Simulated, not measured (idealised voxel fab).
Herein follows the process module entitled voxel capacitor over wiring.
The cross-section on display is named cut; it measures 215 nm wide, and its cells are 5 nm squares.
Heads up, the way a cross-section reads in here is a grid of square cells, handed over as bands from the top down, with every band being one or more rows of cells. A band entry consists of two parts. The first gives the height of the band's top and the height of its bottom, in nm. The rest lists the band's materials from left to right, each with its width in nm. A single material labelled with the word "everywhere" fills the band from edge to edge, and the word "blank" marks empty space. Heights are expressed relative to 0, this being the level below which the as-received wafer comprises one material exclusively. The lowest band is unbounded in the downward direction and is denoted as in "0 nm and below". With a width like "30..40", each row of cells in the band differs from the next by the same amount, the top row carrying the first number and the bottom row the second. No cell of the cross-section changed in a step that is given as "no change occurred". Enclosed voids (no open way to top), threshold 8 cells or more, entry "Non-vented voids", notation width x height at distance, distance from left edge, nm. What comes after the settings on a step's line is commentary from the simulator itself on that step. On any step carrying a mask, the "overlay nm" setting, if present on the step's line, tells how far right of its planned place the mask lay; negative values point to the left.

Intended process steps:
1. RECEIVE | material Si
2. CONFORMAL_DEP | material SiO2 | thk nm 15
3. CONFORMAL_DEP | material SiCN | thk nm 5
4. DIRECTIONAL_DEP | material SiO2 | thk nm 20
5. DIRECTIONAL_DEP | material aC | thk nm 15
6. PATTERN | tone open | mask id METAL_1 | material resist | width nm 20 | pitch nm 75 | thk nm 30 | overlay nm 0
7. DIRECTIONAL_ETCH | etch materials aC | depth nm 15
8. STRIP | etch materials resist
9. DIRECTIONAL_ETCH | etch materials SiO2 | depth nm 20
10. DIRECTIONAL_ETCH | etch materials SiCN | depth nm 5
11. STRIP | etch materials aC
12. CONFORMAL_DEP | material TiN | thk nm 5
13. FILL_DEP | material W | thk nm 10
14. CMP | height nm 40
15. EPI | material Ru | thk nm 5
16. FILL_DEP | material SiCN | thk nm 5
17. DIRECTIONAL_DEP | material SiO2 | thk nm 10
18. MASKED_ETCH | tone open | mask id PLUG_1 | width nm 15 | etch materials SiO2 | depth nm 10 | overlay nm 0
19. MASKED_ETCH | tone open | mask id PLUG_1 | width nm 15 | etch materials SiCN | depth nm 5 | overlay nm 0
20. EPI | material Ru | thk nm 10
21. EPI | material Ru | thk nm 5
22. DIRECTIONAL_DEP | material TiN | thk nm 10
23. DIRECTIONAL_DEP | material Al2O3 | thk nm 5
24. DIRECTIONAL_DEP | material TiN | thk nm 5
25. MASKED_ETCH | tone cover | mask id UPPER_PLATE | width nm 60 | etch materials TiN | depth nm 5 | overlay nm 0
26. MASKED_ETCH | tone cover | mask id UPPER_PLATE | width nm 60 | etch materials Al2O3 | depth nm 5 | overlay nm 0
27. PATTERN | tone cover | mask id LOWER_PLATE | material resist | width nm 70 | thk nm 20 | overlay nm 0
28. DIRECTIONAL_ETCH | etch materials TiN | depth nm 10
29. STRIP | etch materials resist
30. FILL_DEP | material SiO2 | thk nm 20
31. CMP | height nm 95
32. MASKED_ETCH | tone open | mask id PLUG_2 | width nm 15 | etch materials SiO2 | depth nm 15 | overlay nm 0
33. CONFORMAL_DEP | material TiN | thk nm 5
34. FILL_DEP | material Ru | thk nm 5
35. CMP | height nm 95
36. CONFORMAL_DEP | material SiCN | thk nm 5

On the first of the two wafers: run conducted according to plan:

Cross-section of the incoming wafer, state after step 1:
    0 nm and below  Si everywhere
    Non-vented voids: none

Wafer section view after processing step 2:
    15 nm to 0 nm  SiO2 everywhere
    No changes below 0.

Wafer section view after processing step 3:
    20 nm to 15 nm  SiCN everywhere
    No changes below 15.

Wafer section view after processing step 4:
    40 nm to 20 nm  SiO2 everywhere
    No changes below 20.

Wafer section view after processing step 5:
    55 nm to 40 nm  aC everywhere
    No changes below 40.

Wafer section view after processing step 6:
    85 nm to 55 nm  60 of resist / 20 of blank / 55 of resist / 20 of blank / 60 of resist
    No changes below 55.

Wafer section view after processing step 7:
    70 nm to 55 nm  60 of resist / 20 of blank / 55 of resist / 20 of blank / 60 of resist
    55 nm to 40 nm  60 of aC / 20 of blank / 55 of aC / 20 of blank / 60 of aC
    No changes below 40.

Wafer section view after processing step 8:
    55 nm to 40 nm  60 of aC / 20 of blank / 55 of aC / 20 of blank / 60 of aC
    No changes below 40.

Wafer section view after processing step 9:
    55 nm to 40 nm  60 of aC / 20 of blank / 55 of aC / 20 of blank / 60 of aC
    40 nm to 20 nm  60 of SiO2 / 20 of blank / 55 of SiO2 / 20 of blank / 60 of SiO2
    No changes below 20.

Wafer section view after processing step 10:
    55 nm to 40 nm  60 of aC / 20 of blank / 55 of aC / 20 of blank / 60 of aC
    40 nm to 20 nm  60 of SiO2 / 20 of blank / 55 of SiO2 / 20 of blank / 60 of SiO2
    20 nm to 15 nm  60 of SiCN / 20 of blank / 55 of SiCN / 20 of blank / 60 of SiCN
    No changes below 15.

Wafer section view after processing step 11:
    40 nm to 20 nm  60 of SiO2 / 20 of blank / 55 of SiO2 / 20 of blank / 60 of SiO2
    No changes below 20.

Wafer section view after processing step 12:
    45 nm to 40 nm  65 of TiN / 10 of blank / 65 of TiN / 10 of blank / 65 of TiN
    40 nm to 20 nm  60 of SiO2 / 5 of TiN / 10 of blank / 5 of TiN / 55 of SiO2 / 5 of TiN / 10 of blank / 5 of TiN / 60 of SiO2
    20 nm to 15 nm  60 of SiCN / 20 of TiN / 55 of SiCN / 20 of TiN / 60 of SiCN
    No changes below 15.

Wafer section view after processing step 13:
    55 nm to 45 nm  W everywhere
    45 nm to 40 nm  65 of TiN / 10 of W / 65 of TiN / 10 of W / 65 of TiN
    40 nm to 20 nm  60 of SiO2 / 5 of TiN / 10 of W / 5 of TiN / 55 of SiO2 / 5 of TiN / 10 of W / 5 of TiN / 60 of SiO2
    No changes below 20.

Wafer section view after processing step 14:
    40 nm to 20 nm  60 of SiO2 / 5 of TiN / 10 of W / 5 of TiN / 55 of SiO2 / 5 of TiN / 10 of W / 5 of TiN / 60 of SiO2
    No changes below 20.

Wafer section view after processing step 15:
    45 nm to 40 nm  55 of blank / 30 of Ru / 45 of blank / 30 of Ru / 55 of blank
    No changes below 40.

Wafer section view after processing step 16:
    50 nm to 45 nm  SiCN everywhere
    45 nm to 40 nm  55 of SiCN / 30 of Ru / 45 of SiCN / 30 of Ru / 55 of SiCN
    No changes below 40.

Wafer section view after processing step 17:
    60 nm to 50 nm  SiO2 everywhere
    No changes below 50.

Wafer section view after processing step 18:
    60 nm to 50 nm  65 of SiO2 / 15 of blank / 135 of SiO2
    No changes below 50.

Wafer section view after processing step 19:
    60 nm to 50 nm  65 of SiO2 / 15 of blank / 135 of SiO2
    50 nm to 45 nm  65 of SiCN / 15 of blank / 135 of SiCN
    No changes below 45.

Wafer section view after processing step 20:
    60 nm to 55 nm  65 of SiO2 / 15 of blank / 135 of SiO2
    55 nm to 50 nm  65 of SiO2 / 15 of Ru / 135 of SiO2
    50 nm to 45 nm  65 of SiCN / 15 of Ru / 135 of SiCN
    No changes below 45.

Wafer section view after processing step 21:
    60 nm to 50 nm  65 of SiO2 / 15 of Ru / 135 of SiO2
    No changes below 50.

Wafer section view after processing step 22:
    70 nm to 60 nm  TiN everywhere
    No changes below 60.

Wafer section view after processing step 23:
    75 nm to 70 nm  Al2O3 everywhere
    No changes below 70.

Wafer section view after processing step 24:
    80 nm to 75 nm  TiN everywhere
    No changes below 75.

Wafer section view after processing step 25:
    80 nm to 75 nm  65 of blank / 60 of TiN / 90 of blank
    No changes below 75.

Wafer section view after processing step 26:
    80 nm to 75 nm  65 of blank / 60 of TiN / 90 of blank
    75 nm to 70 nm  65 of blank / 60 of Al2O3 / 90 of blank
    No changes below 70.

Wafer section view after processing step 27:
    100 nm to 80 nm  60 of blank / 70 of resist / 85 of blank
    80 nm to 75 nm  60 of blank / 5 of resist / 60 of TiN / 5 of resist / 85 of blank
    75 nm to 70 nm  60 of blank / 5 of resist / 60 of Al2O3 / 5 of resist / 85 of blank
    No changes below 70.

Wafer section view after processing step 28:
    100 nm to 80 nm  60 of blank / 70 of resist / 85 of blank
    80 nm to 75 nm  60 of blank / 5 of resist / 60 of TiN / 5 of resist / 85 of blank
    75 nm to 70 nm  60 of blank / 5 of resist / 60 of Al2O3 / 5 of resist / 85 of blank
    70 nm to 60 nm  60 of blank / 70 of TiN / 85 of blank
    No changes below 60.

Wafer section view after processing step 29:
    80 nm to 75 nm  65 of blank / 60 of TiN / 90 of blank
    75 nm to 70 nm  65 of blank / 60 of Al2O3 / 90 of blank
    No changes below 70.

Wafer section view after processing step 30:
    100 nm to 80 nm  SiO2 everywhere
    80 nm to 75 nm  65 of SiO2 / 60 of TiN / 90 of SiO2
    75 nm to 70 nm  65 of SiO2 / 60 of Al2O3 / 90 of SiO2
    70 nm to 60 nm  60 of SiO2 / 70 of TiN / 85 of SiO2
    No changes below 60.

Wafer section view after processing step 31:
    95 nm to 80 nm  SiO2 everywhere
    No changes below 80.

Wafer section view after processing step 32:
    95 nm to 80 nm  75 of SiO2 / 15 of blank / 125 of SiO2
    No changes below 80.

Wafer section view after processing step 33:
    100 nm to 95 nm  80 of TiN / 5 of blank / 130 of TiN
    95 nm to 85 nm  75 of SiO2 / 5 of TiN / 5 of blank / 5 of TiN / 125 of SiO2
    85 nm to 75 nm  75..65 of SiO2 / 15..60 of TiN / 125..90 of SiO2
    No changes below 75.

Wafer section view after processing step 34:
    105 nm to 100 nm  Ru everywhere
    100 nm to 95 nm  80 of TiN / 5 of Ru / 130 of TiN
    95 nm to 85 nm  75 of SiO2 / 5 of TiN / 5 of Ru / 5 of TiN / 125 of SiO2
    No changes below 85.

Wafer section view after processing step 35:
    95 nm to 85 nm  75 of SiO2 / 5 of TiN / 5 of Ru / 5 of TiN / 125 of SiO2
    No changes below 85.

Wafer section view after processing step 36:
    100 nm to 95 nm  SiCN everywhere
    No changes below 95.

The Second Wafer: Common Origin and Plan, One Mistake in Execution, Identical to the First Through Step 16:

Cross-section, second wafer, at the end time the plan gives for step 17:
    65 nm to 50 nm  SiO2 everywhere
    No changes below 50.

Cross-section, second wafer, at the end time the plan gives for step 18:
    65 nm to 55 nm  65 of SiO2 / 15 of blank / 135 of SiO2
    No changes below 55.

Cross-section, second wafer, at the end time the plan gives for step 19: no change occurred

Cross-section, second wafer, at the end time the plan gives for step 20: no change occurred

Cross-section, second wafer, at the end time the plan gives for step 21: no change occurred

Cross-section, second wafer, at the end time the plan gives for step 22:
    75 nm to 65 nm  65 of TiN / 15 of blank / 135 of TiN
    65 nm to 55 nm  65 of SiO2 / 15 of TiN / 135 of SiO2
    No changes below 55.

Cross-section, second wafer, at the end time the plan gives for step 23:
    80 nm to 75 nm  65 of Al2O3 / 15 of blank / 135 of Al2O3
    75 nm to 70 nm  65 of TiN / 15 of blank / 135 of TiN
    70 nm to 65 nm  65 of TiN / 15 of Al2O3 / 135 of TiN
    No changes below 65.

Cross-section, second wafer, at the end time the plan gives for step 24:
    85 nm to 80 nm  65 of TiN / 15 of blank / 135 of TiN
    80 nm to 75 nm  65 of Al2O3 / 15 of blank / 135 of Al2O3
    75 nm to 70 nm  TiN everywhere
    No changes below 70.

Cross-section, second wafer, at the end time the plan gives for step 25:
    85 nm to 80 nm  80 of blank / 45 of TiN / 90 of blank
    No changes below 80.

Cross-section, second wafer, at the end time the plan gives for step 26:
    85 nm to 80 nm  80 of blank / 45 of TiN / 90 of blank
    80 nm to 75 nm  80 of blank / 45 of Al2O3 / 90 of blank
    No changes below 75.

Cross-section, second wafer, at the end time the plan gives for step 27:
    105 nm to 85 nm  60 of blank / 70 of resist / 85 of blank
    85 nm to 80 nm  60 of blank / 20 of resist / 45 of TiN / 5 of resist / 85 of blank
    80 nm to 75 nm  60 of blank / 20 of resist / 45 of Al2O3 / 5 of resist / 85 of blank
    No changes below 75.

Cross-section, second wafer, at the end time the plan gives for step 28:
    105 nm to 85 nm  60 of blank / 70 of resist / 85 of blank
    85 nm to 80 nm  60 of blank / 20 of resist / 45 of TiN / 5 of resist / 85 of blank
    80 nm to 75 nm  60 of blank / 20 of resist / 45 of Al2O3 / 5 of resist / 85 of blank
    75 nm to 70 nm  60 of blank / 70 of TiN / 85 of blank
    70 nm to 65 nm  60 of blank / 5 of TiN / 15 of Al2O3 / 50 of TiN / 85 of blank
    No changes below 65.

Cross-section, second wafer, at the end time the plan gives for step 29:
    85 nm to 80 nm  80 of blank / 45 of TiN / 90 of blank
    80 nm to 75 nm  80 of blank / 45 of Al2O3 / 90 of blank
    No changes below 75.

Cross-section, second wafer, at the end time the plan gives for step 30:
    105 nm to 85 nm  SiO2 everywhere
    85 nm to 80 nm  80 of SiO2 / 45 of TiN / 90 of SiO2
    80 nm to 75 nm  80 of SiO2 / 45 of Al2O3 / 90 of SiO2
    75 nm to 70 nm  60 of SiO2 / 70 of TiN / 85 of SiO2
    70 nm to 65 nm  60 of SiO2 / 5 of TiN / 15 of Al2O3 / 50 of TiN / 85 of SiO2
    No changes below 65.

Cross-section, second wafer, at the end time the plan gives for step 31:
    95 nm to 85 nm  SiO2 everywhere
    No changes below 85.

Cross-section, second wafer, at the end time the plan gives for step 32:
    95 nm to 85 nm  75 of SiO2 / 15 of blank / 125 of SiO2
    85 nm to 80 nm  75 of SiO2 / 5 of blank / 45 of TiN / 90 of SiO2
    No changes below 80.

Cross-section, second wafer, at the end time the plan gives for step 33:
    100 nm to 95 nm  80 of TiN / 5 of blank / 130 of TiN
    95 nm to 90 nm  75 of SiO2 / 5 of TiN / 5 of blank / 5 of TiN / 125 of SiO2
    90 nm to 80 nm  75 of SiO2 / 15..50 of TiN / 125..90 of SiO2
    No changes below 80.

Cross-section, second wafer, at the end time the plan gives for step 34:
    105 nm to 100 nm  Ru everywhere
    100 nm to 95 nm  80 of TiN / 5 of Ru / 130 of TiN
    95 nm to 90 nm  75 of SiO2 / 5 of TiN / 5 of Ru / 5 of TiN / 125 of SiO2
    No changes below 90.

Cross-section, second wafer, at the end time the plan gives for step 35:
    95 nm to 90 nm  75 of SiO2 / 5 of TiN / 5 of Ru / 5 of TiN / 125 of SiO2
    No changes below 90.

Cross-section, second wafer, at the end time the plan gives for step 36:
    100 nm to 95 nm  SiCN everywhere
    No changes below 95.
Diagnosis: contrary to plan, step 17 was performed as DIRECTIONAL_DEP | material SiO2 | thk nm 15
At the finish, the second wafer shows more or fewer cells for some materials than the first does: Ru -10; SiCN +3; SiO2 +8; TiN -1
